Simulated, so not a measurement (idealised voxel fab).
process module | voxel fin reveal
cross-section cut | 285 nm wide | cells 5 nm
A cross-section is a grid of square cells, given in bands from the top down. A band is one or more rows of cells.
Each band's line starts with the height of the band's top and of its bottom, in nm. Then come its materials from left to right, each with its width in nm. One material with "throughout" fills the band from edge to edge. "air" is empty space.
Height 0 is the level under which the wafer as received is all one material. The lowest band goes on downwards, as in "0 down".
A width such as "30 to 40" changes by the same amount from each row of cells to the next, from the band's top row to its bottom row.
"no change" after a step means that no cell of the cross-section changed.
closed voids: empty space of 8 cells or more with no open way to the top, each as width x height at its distance from the left edge, in nm
after a step's settings: what the simulator itself notes on the step
overlay nm, on a step with a mask: how far to the right of its planned place the mask lay; to the left if negative
plan
1 op RECEIVE | material Si
2 op CONFORMAL_DEP | material SiN | thk nm 10
3 op MASKED_ETCH | tone cover | mask id FINS | width nm 15 | pitch nm 35 | etch materials SiN | depth nm 10 | overlay nm 0
4 op MASKED_ETCH | tone cover | mask id FINS | width nm 15 | pitch nm 35 | etch materials Si | depth nm 30 | overlay nm 0
5 op OXIDIZE | depth nm 5
6 op FILL_DEP | material SiO2 | thk nm 15
7 op CMP | height nm 10
8 op SELECTIVE_ETCH | etch materials SiO2 | depth nm 20
9 op STRIP | etch materials SiN
10 op CONFORMAL_DEP | material SiO2 | thk nm 5
as received, after step 1
  0 down: Si throughout
  closed voids: none
first wafer at the end, as planned
  5 to 0: air 80 | SiO2 15 | air 20 | SiO2 15 | air 20 | SiO2 15 | air 20 | SiO2 15 | air 85
  0 to -5: air 80 | SiO2 5 | Si 5 | SiO2 5 | air 20 | SiO2 5 | Si 5 | SiO2 5 | air 20 | SiO2 5 | Si 5 | SiO2 5 | air 20 | SiO2 5 | Si 5 | SiO2 5 | air 85
  -5 to -35: SiO2 85 | Si 5 | SiO2 30 | Si 5 | SiO2 30 | Si 5 | SiO2 30 | Si 5 | SiO2 90
  -35 down: Si throughout
  closed voids: none
second wafer at the end: like start, like plan, one mistake
  5 to 0: SiO2 80 | air 15 | SiO2 20 | air 15 | SiO2 20 | air 15 | SiO2 20 | air 15 | SiO2 85
  0 to -5: Si 75 | SiO2 25 | Si 10 | SiO2 25 | Si 10 | SiO2 25 | Si 10 | SiO2 25 | Si 80
  -5 down: Si throughout
  closed voids: none
what went wrong: step 3 ran as: op MASKED_ETCH | tone open | mask id FINS | width nm 15 | pitch nm 35 | etch materials SiN | depth nm 10 | overlay nm 0
at the end the second wafer has, in cells: 351 more of Si | 273 fewer of SiO2
